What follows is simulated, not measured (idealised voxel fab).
Process module heading - voxel transistor to metal
FYI the section here is cut, 150 nm wide, cells are 5 nm squares.
Cross-section spec: square-cell grid; bands listed top down; each band is one or more rows.
First you get the band's top height and its bottom height, in nm, and then the materials it's made of, left to right, with each width in nm. If you see a single material with "throughout", that one covers the band edge to edge. "air" is empty space.
Heads up on the height convention: 0 is the point under which the incoming wafer is all one material, and the lowest band has no bottom, it just keeps going down, like "0..down".
Per-row width for "30->40": begins at first number (top row of band), ends at second number (bottom row), increment between rows held constant.
What does "remains unaltered" mean for a step? It means no cell of the cross-section changed in that step.
Empty spaces without an open route to the top, at least 8 cells in extent, make up the entry "Enclosed void catalog"; each is given as width x height at distance, where the distance is measured from the left edge, and all are in nm.
Heads up: the bit after the settings on a step's line is the simulator's remark on that step.
"overlay nm" denotes, for a step that has a mask, the displacement of the mask to the right of its planned place, with negative values corresponding to the left.
# Planned process steps
1,RECEIVE,material Si
2,OXIDIZE,depth nm 5
3,CONFORMAL_DEP,material SiN,thk nm 15
4,MASKED_ETCH,tone cover,mask id ACTIVE,width nm 105,etch materials SiN,depth nm 15,overlay nm 0
5,MASKED_ETCH,tone cover,mask id ACTIVE,width nm 105,etch materials SiO2,depth nm 5,overlay nm 0
6,MASKED_ETCH,tone cover,mask id ACTIVE,width nm 105,etch materials Si,depth nm 35,overlay nm 0
7,FILL_DEP,material SiO2,thk nm 15
8,CMP,height nm 15
9,SELECTIVE_ETCH,etch materials SiO2,depth nm 15
10,STRIP,etch materials SiN
11,SELECTIVE_ETCH,etch materials SiO2,depth nm 5
12,OXIDIZE,depth nm 5
13,DIRECTIONAL_DEP,material polySi,thk nm 25
14,DIRECTIONAL_DEP,material SiCN,thk nm 15
15,DIRECTIONAL_DEP,material aC,thk nm 10
16,PATTERN,tone cover,mask id GATE,material resist,width nm 25,thk nm 30,overlay nm 0
17,DIRECTIONAL_ETCH,etch materials aC,depth nm 10
18,STRIP,etch materials resist
19,DIRECTIONAL_ETCH,etch materials SiCN,depth nm 25
20,DIRECTIONAL_ETCH,etch materials polySi,depth nm 35
21,STRIP,etch materials aC
22,CONFORMAL_DEP,material SiN,thk nm 5
23,DIRECTIONAL_ETCH,etch materials SiN,depth nm 5
24,DIRECTIONAL_ETCH,etch materials SiO2,depth nm 5
25,DIRECTIONAL_ETCH,etch materials Si,depth nm 5
26,EPI,material SiGe,thk nm 5
27,FILL_DEP,material SiO2,thk nm 10
28,CMP,height nm 20
29,STRIP,etch materials polySi
30,SELECTIVE_ETCH,etch materials SiO2,depth nm 5
31,CONFORMAL_DEP,material HfO2,thk nm 5
32,CONFORMAL_DEP,material TiN,thk nm 5
33,FILL_DEP,material W,thk nm 5
34,CMP,height nm 15
35,DIRECTIONAL_DEP,material SiO2,thk nm 10
36,MASKED_ETCH,tone open,mask id CONTACT,width nm 15,pitch nm 80,etch materials SiO2,depth nm 35,overlay nm 0
37,CONFORMAL_DEP,material TiN,thk nm 5
38,FILL_DEP,material W,thk nm 10
39,CMP,height nm 25
40,DIRECTIONAL_DEP,material TiN,thk nm 5
41,DIRECTIONAL_DEP,material W,thk nm 15
42,PATTERN,tone cover,mask id METAL_1,material resist,width nm 15,pitch nm 80,thk nm 20,overlay nm 0
43,DIRECTIONAL_ETCH,etch materials W,depth nm 15
44,DIRECTIONAL_ETCH,etch materials TiN,depth nm 5
45,STRIP,etch materials resist
46,FILL_DEP,material SiO2,thk nm 5
47,CMP,height nm 45
48,CONFORMAL_DEP,material SiN,thk nm 5
# First wafer of two (run as planned)
# This is the cross-section of the wafer as we received it, i.e. after step 1
- 0..down: Si throughout
- Enclosed void catalog: none
# State of the wafer after step 2, shown in cross-section
- 0..-5: SiO2 throughout
- Below -5, the layers are the same as they were.
# State of the wafer after step 3, shown in cross-section
- 15..0: SiN throughout
- Below 0, the layers are the same as they were.
# State of the wafer after step 4, shown in cross-section
- 15..0: air 20 / SiN 105 / air 25
- Below 0, the layers are the same as they were.
# State of the wafer after step 5, shown in cross-section
- 15..0: air 20 / SiN 105 / air 25
- 0..-5: air 20 / SiO2 105 / air 25
- Below -5, the layers are the same as they were.
# State of the wafer after step 6, shown in cross-section
- 15..0: air 20 / SiN 105 / air 25
- 0..-5: air 20 / SiO2 105 / air 25
- -5..-40: air 20 / Si 105 / air 25
- Below -40, the layers are the same as they were.
# State of the wafer after step 7, shown in cross-section
- 30..15: SiO2 throughout
- 15..0: SiO2 20 / SiN 105 / SiO2 25
- 0..-5: SiO2 throughout
- -5..-40: SiO2 20 / Si 105 / SiO2 25
- Below -40, the layers are the same as they were.
# State of the wafer after step 8, shown in cross-section
- 15..0: SiO2 20 / SiN 105 / SiO2 25
- Below 0, the layers are the same as they were.
# State of the wafer after step 9, shown in cross-section
- 15..0: air 20 / SiN 105 / air 25
- Below 0, the layers are the same as they were.
# State of the wafer after step 10, shown in cross-section
- 0..-5: SiO2 throughout
- Below -5, the layers are the same as they were.
# State of the wafer after step 11, shown in cross-section
- -5..-40: SiO2 20 / Si 105 / SiO2 25
- Below -40, the layers are the same as they were.
# State of the wafer after step 12, shown in cross-section
- -5..-10: SiO2 throughout
- Below -10, the layers are the same as they were.
# State of the wafer after step 13, shown in cross-section
- 20..-5: polySi throughout
- Below -5, the layers are the same as they were.
# State of the wafer after step 14, shown in cross-section
- 35..20: SiCN throughout
- Below 20, the layers are the same as they were.
# State of the wafer after step 15, shown in cross-section
- 45..35: aC throughout
- Below 35, the layers are the same as they were.
# State of the wafer after step 16, shown in cross-section
- 75..45: air 60 / resist 25 / air 65
- Below 45, the layers are the same as they were.
# State of the wafer after step 17, shown in cross-section
- 65..45: air 60 / resist 25 / air 65
- 45..35: air 60 / aC 25 / air 65
- Below 35, the layers are the same as they were.
# State of the wafer after step 18, shown in cross-section
- 45..35: air 60 / aC 25 / air 65
- Below 35, the layers are the same as they were.
# State of the wafer after step 19, shown in cross-section
- 45..35: air 60 / aC 25 / air 65
- 35..20: air 60 / SiCN 25 / air 65
- Below 20, the layers are the same as they were.
# State of the wafer after step 20, shown in cross-section
- 45..35: air 60 / aC 25 / air 65
- 35..20: air 60 / SiCN 25 / air 65
- 20..-5: air 60 / polySi 25 / air 65
- Below -5, the layers are the same as they were.
# State of the wafer after step 21, shown in cross-section
- 35..20: air 60 / SiCN 25 / air 65
- Below 20, the layers are the same as they were.
# State of the wafer after step 22, shown in cross-section
- 40..35: air 55 / SiN 35 / air 60
- 35..20: air 55 / SiN 5 / SiCN 25 / SiN 5 / air 60
- 20..0: air 55 / SiN 5 / polySi 25 / SiN 5 / air 60
- 0..-5: SiN 60 / polySi 25 / SiN 65
- Below -5, the layers are the same as they were.
# State of the wafer after step 23, shown in cross-section
- 35..20: air 55 / SiN 5 / SiCN 25 / SiN 5 / air 60
- 20..-5: air 55 / SiN 5 / polySi 25 / SiN 5 / air 60
- Below -5, the layers are the same as they were.
# State of the wafer after step 24, shown in cross-section
- 35..20: air 55 / SiN 5 / SiCN 25 / SiN 5 / air 60
- 20..-5: air 55 / SiN 5 / polySi 25 / SiN 5 / air 60
- -5..-10: air 55 / SiO2 35 / air 60
- Below -10, the layers are the same as they were.
# State of the wafer after step 25, shown in cross-section
- 35..20: air 55 / SiN 5 / SiCN 25 / SiN 5 / air 60
- 20..-5: air 55 / SiN 5 / polySi 25 / SiN 5 / air 60
- -5..-10: air 55 / SiO2 35 / air 60
- -10..-15: SiO2 20 / air 35 / Si 35 / air 35 / SiO2 25
- Below -15, the layers are the same as they were.
# State of the wafer after step 26, shown in cross-section
- 35..20: air 55 / SiN 5 / SiCN 25 / SiN 5 / air 60
- 20..-5: air 55 / SiN 5 / polySi 25 / SiN 5 / air 60
- -5..-10: air 50 / SiGe 5 / SiO2 35 / SiGe 5 / air 55
- -10..-15: SiO2 20 / SiGe 35 / Si 35 / SiGe 35 / SiO2 25
- Below -15, the layers are the same as they were.
# State of the wafer after step 27, shown in cross-section
- 45..35: SiO2 throughout
- 35..20: SiO2 55 / SiN 5 / SiCN 25 / SiN 5 / SiO2 60
- 20..-5: SiO2 55 / SiN 5 / polySi 25 / SiN 5 / SiO2 60
- -5..-10: SiO2 50 / SiGe 5 / SiO2 35 / SiGe 5 / SiO2 55
- Below -10, the layers are the same as they were.
# State of the wafer after step 28, shown in cross-section
- 20..-5: SiO2 55 / SiN 5 / polySi 25 / SiN 5 / SiO2 60
- Below -5, the layers are the same as they were.
# State of the wafer after step 29, shown in cross-section
- 20..-5: SiO2 55 / SiN 5 / air 25 / SiN 5 / SiO2 60
- Below -5, the layers are the same as they were.
# State of the wafer after step 30, shown in cross-section
- 20..15: air 55 / SiN 5 / air 25 / SiN 5 / air 60
- 15..-5: SiO2 55 / SiN 5 / air 25 / SiN 5 / SiO2 60
- -5..-10: SiO2 50 / SiGe 5 / air 35 / SiGe 5 / SiO2 55
- Below -10, the layers are the same as they were.
# State of the wafer after step 31, shown in cross-section
- 25..20: air 50 / HfO2 15 / air 15 / HfO2 15 / air 55
- 20..15: HfO2 55 / SiN 5 / HfO2 5 / air 15 / HfO2 5 / SiN 5 / HfO2 60
- 15..-5: SiO2 55 / SiN 5 / HfO2 5 / air 15 / HfO2 5 / SiN 5 / SiO2 60
- -5..-10: SiO2 50 / SiGe 5 / HfO2 35 / SiGe 5 / SiO2 55
- Below -10, the layers are the same as they were.
# State of the wafer after step 32, shown in cross-section
- 30..25: air 45 / TiN 25 / air 5 / TiN 25 / air 50
- 25..20: TiN 50 / HfO2 15 / TiN 5 / air 5 / TiN 5 / HfO2 15 / TiN 55
- 20..15: HfO2 55 / SiN 5 / HfO2 5 / TiN 5 / air 5 / TiN 5 / HfO2 5 / SiN 5 / HfO2 60
- 15..0: SiO2 55 / SiN 5 / HfO2 5 / TiN 5 / air 5 / TiN 5 / HfO2 5 / SiN 5 / SiO2 60
- 0..-5: SiO2 55 / SiN 5 / HfO2 5 / TiN 15 / HfO2 5 / SiN 5 / SiO2 60
- Below -5, the layers are the same as they were.
# State of the wafer after step 33, shown in cross-section
- 35..30: W throughout
- 30..25: W 45 / TiN 25 / W 5 / TiN 25 / W 50
- 25..20: TiN 50 / HfO2 15 / TiN 5 / W 5 / TiN 5 / HfO2 15 / TiN 55
- 20..15: HfO2 55 / SiN 5 / HfO2 5 / TiN 5 / W 5 / TiN 5 / HfO2 5 / SiN 5 / HfO2 60
- 15..0: SiO2 55 / SiN 5 / HfO2 5 / TiN 5 / W 5 / TiN 5 / HfO2 5 / SiN 5 / SiO2 60
- Below 0, the layers are the same as they were.
# State of the wafer after step 34, shown in cross-section
- 15..0: SiO2 55 / SiN 5 / HfO2 5 / TiN 5 / W 5 / TiN 5 / HfO2 5 / SiN 5 / SiO2 60
- Below 0, the layers are the same as they were.
# State of the wafer after step 35, shown in cross-section
- 25..15: SiO2 throughout
- Below 15, the layers are the same as they were.
# State of the wafer after step 36, shown in cross-section
- 25..15: SiO2 25 / air 15 / SiO2 65 / air 15 / SiO2 30
- 15..0: SiO2 25 / air 15 / SiO2 15 / SiN 5 / HfO2 5 / TiN 5 / W 5 / TiN 5 / HfO2 5 / SiN 5 / SiO2 15 / air 15 / SiO2 30
- 0..-5: SiO2 25 / air 15 / SiO2 15 / SiN 5 / HfO2 5 / TiN 15 / HfO2 5 / SiN 5 / SiO2 15 / air 15 / SiO2 30
- -5..-10: SiO2 25 / air 15 / SiO2 10 / SiGe 5 / HfO2 35 / SiGe 5 / SiO2 10 / air 15 / SiO2 30
- Below -10, the layers are the same as they were.
# State of the wafer after step 37, shown in cross-section
- 30..25: TiN 30 / air 5 / TiN 75 / air 5 / TiN 35
- 25..15: SiO2 25 / TiN 5 / air 5 / TiN 5 / SiO2 65 / TiN 5 / air 5 / TiN 5 / SiO2 30
- 15..0: SiO2 25 / TiN 5 / air 5 / TiN 5 / SiO2 15 / SiN 5 / HfO2 5 / TiN 5 / W 5 / TiN 5 / HfO2 5 / SiN 5 / SiO2 15 / TiN 5 / air 5 / TiN 5 / SiO2 30
- 0..-5: SiO2 25 / TiN 5 / air 5 / TiN 5 / SiO2 15 / SiN 5 / HfO2 5 / TiN 15 / HfO2 5 / SiN 5 / SiO2 15 / TiN 5 / air 5 / TiN 5 / SiO2 30
- -5..-10: SiO2 25 / TiN 15 / SiO2 10 / SiGe 5 / HfO2 35 / SiGe 5 / SiO2 10 / TiN 15 / SiO2 30
- Below -10, the layers are the same as they were.
# State of the wafer after step 38, shown in cross-section
- 40..30: W throughout
- 30..25: TiN 30 / W 5 / TiN 75 / W 5 / TiN 35
- 25..15: SiO2 25 / TiN 5 / W 5 / TiN 5 / SiO2 65 / TiN 5 / W 5 / TiN 5 / SiO2 30
- 15..0: SiO2 25 / TiN 5 / W 5 / TiN 5 / SiO2 15 / SiN 5 / HfO2 5 / TiN 5 / W 5 / TiN 5 / HfO2 5 / SiN 5 / SiO2 15 / TiN 5 / W 5 / TiN 5 / SiO2 30
- 0..-5: SiO2 25 / TiN 5 / W 5 / TiN 5 / SiO2 15 / SiN 5 / HfO2 5 / TiN 15 / HfO2 5 / SiN 5 / SiO2 15 / TiN 5 / W 5 / TiN 5 / SiO2 30
- Below -5, the layers are the same as they were.
# State of the wafer after step 39, shown in cross-section
- 25..15: SiO2 25 / TiN 5 / W 5 / TiN 5 / SiO2 65 / TiN 5 / W 5 / TiN 5 / SiO2 30
- Below 15, the layers are the same as they were.
# State of the wafer after step 40, shown in cross-section
- 30..25: TiN throughout
- Below 25, the layers are the same as they were.
# State of the wafer after step 41, shown in cross-section
- 45..30: W throughout
- Below 30, the layers are the same as they were.
# State of the wafer after step 42, shown in cross-section
- 65..45: air 25 / resist 15 / air 65 / resist 15 / air 30
- Below 45, the layers are the same as they were.
# State of the wafer after step 43, shown in cross-section
- 65..45: air 25 / resist 15 / air 65 / resist 15 / air 30
- 45..30: air 25 / W 15 / air 65 / W 15 / air 30
- Below 30, the layers are the same as they were.
# State of the wafer after step 44, shown in cross-section
- 65..45: air 25 / resist 15 / air 65 / resist 15 / air 30
- 45..30: air 25 / W 15 / air 65 / W 15 / air 30
- 30..25: air 25 / TiN 15 / air 65 / TiN 15 / air 30
- Below 25, the layers are the same as they were.
# State of the wafer after step 45, shown in cross-section
- 45..30: air 25 / W 15 / air 65 / W 15 / air 30
- Below 30, the layers are the same as they were.
# State of the wafer after step 46, shown in cross-section
- 50..45: SiO2 throughout
- 45..30: SiO2 25 / W 15 / SiO2 65 / W 15 / SiO2 30
- 30..25: SiO2 25 / TiN 15 / SiO2 65 / TiN 15 / SiO2 30
- Below 25, the layers are the same as they were.
# State of the wafer after step 47, shown in cross-section
- 45..30: SiO2 25 / W 15 / SiO2 65 / W 15 / SiO2 30
- Below 30, the layers are the same as they were.
# State of the wafer after step 48, shown in cross-section
- 50..45: SiN throughout
- Below 45, the layers are the same as they were.
# It is to be noted that the second wafer proceeded from the same initial state and according to the same plan as the first, although one mistake was committed in its execution; through step 26, inclusive, the two wafers share an identical history
# Second wafer cross-section, taken as of the time the plan sets for step 27 to be done
- 45..35: SiCN throughout
- 35..20: SiCN 55 / SiN 5 / SiCN 25 / SiN 5 / SiCN 60
- 20..-5: SiCN 55 / SiN 5 / polySi 25 / SiN 5 / SiCN 60
- -5..-10: SiCN 50 / SiGe 5 / SiO2 35 / SiGe 5 / SiCN 55
- Below -10, the layers are the same as they were.
# Second wafer cross-section, taken as of the time the plan sets for step 28 to be done
- 20..-5: SiCN 55 / SiN 5 / polySi 25 / SiN 5 / SiCN 60
- Below -5, the layers are the same as they were.
# Second wafer cross-section, taken as of the time the plan sets for step 29 to be done
- 20..-5: SiCN 55 / SiN 5 / air 25 / SiN 5 / SiCN 60
- Below -5, the layers are the same as they were.
# Second wafer cross-section, taken as of the time the plan sets for step 30 to be done
- 20..-5: SiCN 55 / SiN 5 / air 25 / SiN 5 / SiCN 60
- -5..-10: SiCN 50 / SiGe 5 / air 35 / SiGe 5 / SiCN 55
- Below -10, the layers are the same as they were.
# Second wafer cross-section, taken as of the time the plan sets for step 31 to be done
- 25..20: HfO2 65 / air 15 / HfO2 70
- 20..-5: SiCN 55 / SiN 5 / HfO2 5 / air 15 / HfO2 5 / SiN 5 / SiCN 60
- -5..-10: SiCN 50 / SiGe 5 / HfO2 35 / SiGe 5 / SiCN 55
- Below -10, the layers are the same as they were.
# Second wafer cross-section, taken as of the time the plan sets for step 32 to be done
- 30..25: TiN 70 / air 5 / TiN 75
- 25..20: HfO2 65 / TiN 5 / air 5 / TiN 5 / HfO2 70
- 20..0: SiCN 55 / SiN 5 / HfO2 5 / TiN 5 / air 5 / TiN 5 / HfO2 5 / SiN 5 / SiCN 60
- 0..-5: SiCN 55 / SiN 5 / HfO2 5 / TiN 15 / HfO2 5 / SiN 5 / SiCN 60
- Below -5, the layers are the same as they were.
# Second wafer cross-section, taken as of the time the plan sets for step 33 to be done
- 35..30: W throughout
- 30..25: TiN 70 / W 5 / TiN 75
- 25..20: HfO2 65 / TiN 5 / W 5 / TiN 5 / HfO2 70
- 20..0: SiCN 55 / SiN 5 / HfO2 5 / TiN 5 / W 5 / TiN 5 / HfO2 5 / SiN 5 / SiCN 60
- Below 0, the layers are the same as they were.
# Second wafer cross-section, taken as of the time the plan sets for step 34 to be done
- 15..0: SiCN 55 / SiN 5 / HfO2 5 / TiN 5 / W 5 / TiN 5 / HfO2 5 / SiN 5 / SiCN 60
- Below 0, the layers are the same as they were.
# Second wafer cross-section, taken as of the time the plan sets for step 35 to be done
- 25..15: SiO2 throughout
- Below 15, the layers are the same as they were.
# Second wafer cross-section, taken as of the time the plan sets for step 36 to be done
- 25..15: SiO2 25 / air 15 / SiO2 65 / air 15 / SiO2 30
- Below 15, the layers are the same as they were.
# Second wafer cross-section, taken as of the time the plan sets for step 37 to be done
- 30..25: TiN 30 / air 5 / TiN 75 / air 5 / TiN 35
- 25..20: SiO2 25 / TiN 5 / air 5 / TiN 5 / SiO2 65 / TiN 5 / air 5 / TiN 5 / SiO2 30
- 20..15: SiO2 25 / TiN 15 / SiO2 65 / TiN 15 / SiO2 30
- Below 15, the layers are the same as they were.
# Second wafer cross-section, taken as of the time the plan sets for step 38 to be done
- 40..30: W throughout
- 30..25: TiN 30 / W 5 / TiN 75 / W 5 / TiN 35
- 25..20: SiO2 25 / TiN 5 / W 5 / TiN 5 / SiO2 65 / TiN 5 / W 5 / TiN 5 / SiO2 30
- Below 20, the layers are the same as they were.
# Second wafer cross-section, taken as of the time the plan sets for step 39 to be done
- 25..20: SiO2 25 / TiN 5 / W 5 / TiN 5 / SiO2 65 / TiN 5 / W 5 / TiN 5 / SiO2 30
- Below 20, the layers are the same as they were.
# Second wafer cross-section, taken as of the time the plan sets for step 40 to be done
- 30..25: TiN throughout
- Below 25, the layers are the same as they were.
# Second wafer cross-section, taken as of the time the plan sets for step 41 to be done
- 45..30: W throughout
- Below 30, the layers are the same as they were.
# Second wafer cross-section, taken as of the time the plan sets for step 42 to be done
- 65..45: air 25 / resist 15 / air 65 / resist 15 / air 30
- Below 45, the layers are the same as they were.
# Second wafer cross-section, taken as of the time the plan sets for step 43 to be done
- 65..45: air 25 / resist 15 / air 65 / resist 15 / air 30
- 45..30: air 25 / W 15 / air 65 / W 15 / air 30
- Below 30, the layers are the same as they were.
# Second wafer cross-section, taken as of the time the plan sets for step 44 to be done
- 65..45: air 25 / resist 15 / air 65 / resist 15 / air 30
- 45..30: air 25 / W 15 / air 65 / W 15 / air 30
- 30..25: air 25 / TiN 15 / air 65 / TiN 15 / air 30
- Below 25, the layers are the same as they were.
# Second wafer cross-section, taken as of the time the plan sets for step 45 to be done
- 45..30: air 25 / W 15 / air 65 / W 15 / air 30
- Below 30, the layers are the same as they were.
# Second wafer cross-section, taken as of the time the plan sets for step 46 to be done
- 50..45: SiO2 throughout
- 45..30: SiO2 25 / W 15 / SiO2 65 / W 15 / SiO2 30
- 30..25: SiO2 25 / TiN 15 / SiO2 65 / TiN 15 / SiO2 30
- Below 25, the layers are the same as they were.
# Second wafer cross-section, taken as of the time the plan sets for step 47 to be done
- 45..30: SiO2 25 / W 15 / SiO2 65 / W 15 / SiO2 30
- Below 30, the layers are the same as they were.
# Second wafer cross-section, taken as of the time the plan sets for step 48 to be done
- 50..45: SiN throughout
- Below 45, the layers are the same as they were.
Short version of what went wrong: step 27 ran as: FILL_DEP,material SiCN,thk nm 10
FYI, end of process, the second wafer has more or fewer cells of some materials than the first: SiCN +113 | SiO2 -83 | TiN -20 | W -10
